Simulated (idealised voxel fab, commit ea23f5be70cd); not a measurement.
Process module, titled voxel ribs on slabs
This is section cut - it's 165 nm across, gridded in 5 nm square cells.
Reading order for cross-sections: top band down to bottom band. Underlying form: a grid of square cells. Band size: one or more rows of cells. Quick guide to a band line: top height, bottom height (nm) up front; then every material left to right with its width in nm. Only one material and it's marked "all across"? Then it fills the band edge to edge. And "air" just means empty space. Where do heights start? At 0: under that level the wafer as delivered is made of one material only. And the lowest band has no floor; it just carries on downward, as in "from 0 down". The two numbers in a width such as "30->40" mark its ends across the band: the first belongs to the top row of cells, the second to the bottom row, and from each row to the next the width moves by the same amount. Basically "no change occurred" means that step didn't change any cell in the cross-section. For the entry "Closed void listing", the listed items are empty spaces with no open way to the top whose size is 8 cells or more; each item follows the pattern width x height at distance, where distance is from the left edge and all three are in nm. What comes after the settings on a step's line is commentary from the simulator itself on that step. If you see "overlay nm" on a step's line and that step has a mask, it's telling you how far right of where it was planned the mask ended up; a negative number means it went left instead.

PROCESS STEPS - PLAN
1 op RECEIVE | material Si
2 op DIRECTIONAL_DEP | material SiO2 | thk nm 20
3 op DIRECTIONAL_DEP | material polySi | thk nm 20
4 op PATTERN | tone cover | mask id RIB | material resist | width nm 15 | thk nm 15 | overlay nm 0
5 op DIRECTIONAL_ETCH | etch materials polySi | depth nm 15
6 op STRIP | etch materials resist
7 op DIRECTIONAL_DEP | material aC | thk nm 15
8 op PATTERN | tone cover | mask id SLAB | material resist | width nm 55 | thk nm 30 | overlay nm 0
9 op DIRECTIONAL_ETCH | etch materials aC | depth nm 15
10 op STRIP | etch materials resist
11 op DIRECTIONAL_ETCH | etch materials polySi | depth nm 5
12 op STRIP | etch materials aC
13 op FILL_DEP | material SiO2 | thk nm 30
14 op CMP | height nm 60
15 op DIRECTIONAL_DEP | material W | thk nm 5
16 op DIRECTIONAL_DEP | material aC | thk nm 15
17 op PATTERN | tone cover | mask id HEATER | material resist | width nm 25 | thk nm 35 | overlay nm 0
18 op DIRECTIONAL_ETCH | etch materials aC | depth nm 15
19 op STRIP | etch materials resist
20 op DIRECTIONAL_ETCH | etch materials W | depth nm 5
21 op STRIP | etch materials aC
22 op CONFORMAL_DEP | material SiO2 | thk nm 5

CROSS-SECTION OF THE WAFER AT RECEIPT, WHICH IS THE CONDITION AFTER STEP 1
    from 0 down: Si all across
    Closed void listing: none

THE FIRST OF THE TWO WAFERS AS SEEN IN CROSS-SECTION ONCE THE MODULE WAS FINISHED; PROCESSING FOLLOWED THE PLAN
    from 70 to 65: 65 nm air; 35 nm SiO2; 65 nm air
    from 65 to 60: 70 nm SiO2; 25 nm W; 70 nm SiO2
    from 60 to 40: SiO2 all across
    from 40 to 25: 75 nm SiO2; 15 nm polySi; 75 nm SiO2
    from 25 to 20: 55 nm SiO2; 55 nm polySi; 55 nm SiO2
    from 20 to 0: SiO2 all across
    from 0 down: Si all across
    Closed void listing: none

SO THIS IS WAFER NUMBER TWO OF THE TWO, CUT AT THE END OF THE MODULE - IT STARTED WHERE THE FIRST DID AND HAD THE SAME PLAN, WE JUST GOT ONE THING WRONG RUNNING IT
    from 70 to 65: 60 nm air; 35 nm SiO2; 70 nm air
    from 65 to 60: 65 nm SiO2; 25 nm W; 75 nm SiO2
    from 60 to 40: SiO2 all across
    from 40 to 25: 75 nm SiO2; 15 nm polySi; 75 nm SiO2
    from 25 to 20: 55 nm SiO2; 55 nm polySi; 55 nm SiO2
    from 20 to 0: SiO2 all across
    from 0 down: Si all across
    Closed void listing: none
Diagnosis: step 17 was processed under conditions differing from the plan, specifically as op PATTERN | tone cover | mask id HEATER | material resist | width nm 25 | thk nm 35 | overlay nm -5
Comparing end states, the material composition by cell count is preserved from the first wafer to the second, while the locations of the cells are not.
